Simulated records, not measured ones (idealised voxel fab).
The following is a process module called voxel double patterning.
Section cut is 290 nm wide and gridded with 5 nm square cells.
In this document a cross-section is written as a grid of square cells. It is given as a series of bands, listed from the top down, and a band is one or more rows of cells. Read a band's entry like this: the first values are the height of its top and the height of its bottom in nm, and what follows is the sequence of materials from left to right, each with its width in nm. Note that "blank" is empty space, and that a single material marked "full width" reaches across the band from edge to edge. Note: height 0 marks the level under which the wafer is uniformly one material as received. Lowest band unbounded below, written "0 nm and below". So if you see something like "30->40" for the width, read it as the top row of the band sitting at the first number and the bottom row at the second, with every row in between moving by the same amount as the last. Given "same as before" for a step, no cell of the cross-section differs between before and after that step. For the entry "Unvented internal voids", the listed items are empty spaces with no open way to the top whose size is 8 cells or more; each item follows the pattern width x height at distance, where distance is from the left edge and all three are in nm. Heads up: the bit after the settings on a step's line is the simulator's remark on that step. overlay nm: right-of-plan distance of the mask on a masked step; negative values mean left-of-plan.

-- List of planned process steps
1 RECEIVE: material Si
2 CONFORMAL_DEP: material SiN, thk nm 5
3 DIRECTIONAL_DEP: material SiO2, thk nm 15
4 DIRECTIONAL_DEP: material SiCN, thk nm 5
5 DIRECTIONAL_DEP: material aC, thk nm 10
6 PATTERN: tone open, mask id FIRST, material resist, width nm 15, pitch nm 50, thk nm 30, overlay nm 0
7 DIRECTIONAL_ETCH: etch materials aC, depth nm 10
8 STRIP: etch materials resist
9 DIRECTIONAL_ETCH: etch materials SiCN, depth nm 5
10 STRIP: etch materials aC
11 PATTERN: tone open, mask id SECOND, material resist, width nm 15, thk nm 20, overlay nm 0
12 DIRECTIONAL_ETCH: etch materials SiCN, depth nm 5
13 STRIP: etch materials resist
14 DIRECTIONAL_ETCH: etch materials SiO2, depth nm 15
15 STRIP: etch materials SiCN

-- First of two wafers: run as planned

-- This is the cross-section of the wafer as we received it, i.e. after step 1
	0 nm and below: Si full width
	Unvented internal voids: none

-- Cross-section through the wafer, step 2 finished
	5 nm to 0 nm: SiN full width
	Below 0, the layers are the same as they were.

-- Cross-section through the wafer, step 3 finished
	20 nm to 5 nm: SiO2 full width
	Below 5, the layers are the same as they were.

-- Cross-section through the wafer, step 4 finished
	25 nm to 20 nm: SiCN full width
	Below 20, the layers are the same as they were.

-- Cross-section through the wafer, step 5 finished
	35 nm to 25 nm: aC full width
	Below 25, the layers are the same as they were.

-- Cross-section through the wafer, step 6 finished
	65 nm to 35 nm: resist (110), then blank (15), then resist (35), then blank (15), then resist (115)
	Below 35, the layers are the same as they were.

-- Cross-section through the wafer, step 7 finished
	55 nm to 35 nm: resist (110), then blank (15), then resist (35), then blank (15), then resist (115)
	35 nm to 25 nm: aC (110), then blank (15), then aC (35), then blank (15), then aC (115)
	Below 25, the layers are the same as they were.

-- Cross-section through the wafer, step 8 finished
	35 nm to 25 nm: aC (110), then blank (15), then aC (35), then blank (15), then aC (115)
	Below 25, the layers are the same as they were.

-- Cross-section through the wafer, step 9 finished
	35 nm to 25 nm: aC (110), then blank (15), then aC (35), then blank (15), then aC (115)
	25 nm to 20 nm: SiCN (110), then blank (15), then SiCN (35), then blank (15), then SiCN (115)
	Below 20, the layers are the same as they were.

-- Cross-section through the wafer, step 10 finished
	25 nm to 20 nm: SiCN (110), then blank (15), then SiCN (35), then blank (15), then SiCN (115)
	Below 20, the layers are the same as they were.

-- Cross-section through the wafer, step 11 finished
	45 nm to 25 nm: resist (135), then blank (15), then resist (140)
	25 nm to 20 nm: SiCN (110), then resist (15), then SiCN (35), then resist (15), then SiCN (115)
	Below 20, the layers are the same as they were.

-- Cross-section through the wafer, step 12 finished
	45 nm to 25 nm: resist (135), then blank (15), then resist (140)
	25 nm to 20 nm: SiCN (110), then resist (15), then SiCN (10), then blank (15), then SiCN (10), then resist (15), then SiCN (115)
	Below 20, the layers are the same as they were.

-- Cross-section through the wafer, step 13 finished
	25 nm to 20 nm: SiCN (110), then blank (15), then SiCN (10), then blank (15), then SiCN (10), then blank (15), then SiCN (115)
	Below 20, the layers are the same as they were.

-- Cross-section through the wafer, step 14 finished
	25 nm to 20 nm: SiCN (110), then blank (15), then SiCN (10), then blank (15), then SiCN (10), then blank (15), then SiCN (115)
	20 nm to 5 nm: SiO2 (110), then blank (15), then SiO2 (10), then blank (15), then SiO2 (10), then blank (15), then SiO2 (115)
	Below 5, the layers are the same as they were.

-- Cross-section through the wafer, step 15 finished
	20 nm to 5 nm: SiO2 (110), then blank (15), then SiO2 (10), then blank (15), then SiO2 (10), then blank (15), then SiO2 (115)
	Below 5, the layers are the same as they were.

-- Here the second wafer is described. Its start and its plan were those of the first wafer. Its run contained one mistake. Up to and including step 4, it did exactly what the first wafer did

-- Second wafer: cross-section at the scheduled end of step 5
	35 nm to 25 nm: SiN full width
	Below 25, the layers are the same as they were.

-- Second wafer: cross-section at the scheduled end of step 6
	65 nm to 35 nm: resist (110), then blank (15), then resist (35), then blank (15), then resist (115)
	Below 35, the layers are the same as they were.

-- Second wafer: cross-section at the scheduled end of step 7
	55 nm to 35 nm: resist (110), then blank (15), then resist (35), then blank (15), then resist (115)
	Below 35, the layers are the same as they were.

-- Second wafer: cross-section at the scheduled end of step 8
	35 nm to 25 nm: SiN full width
	Below 25, the layers are the same as they were.

Second wafer: cross-section at the scheduled end of step 9: same as before

Second wafer: cross-section at the scheduled end of step 10: same as before

-- Second wafer: cross-section at the scheduled end of step 11
	55 nm to 35 nm: resist (135), then blank (15), then resist (140)
	Below 35, the layers are the same as they were.

Second wafer: cross-section at the scheduled end of step 12: same as before

-- Second wafer: cross-section at the scheduled end of step 13
	35 nm to 25 nm: SiN full width
	Below 25, the layers are the same as they were.

Second wafer: cross-section at the scheduled end of step 14: same as before

Second wafer: cross-section at the scheduled end of step 15: same as before
The mistake made against the process plan was this: step 5 was not run as planned; what actually ran was DIRECTIONAL_DEP: material SiN, thk nm 10
It is noted that, at the conclusion of processing, the second wafer exhibits a higher or lower cell count for certain materials relative to the first: SiCN +58 | SiN +116 | SiO2 +27
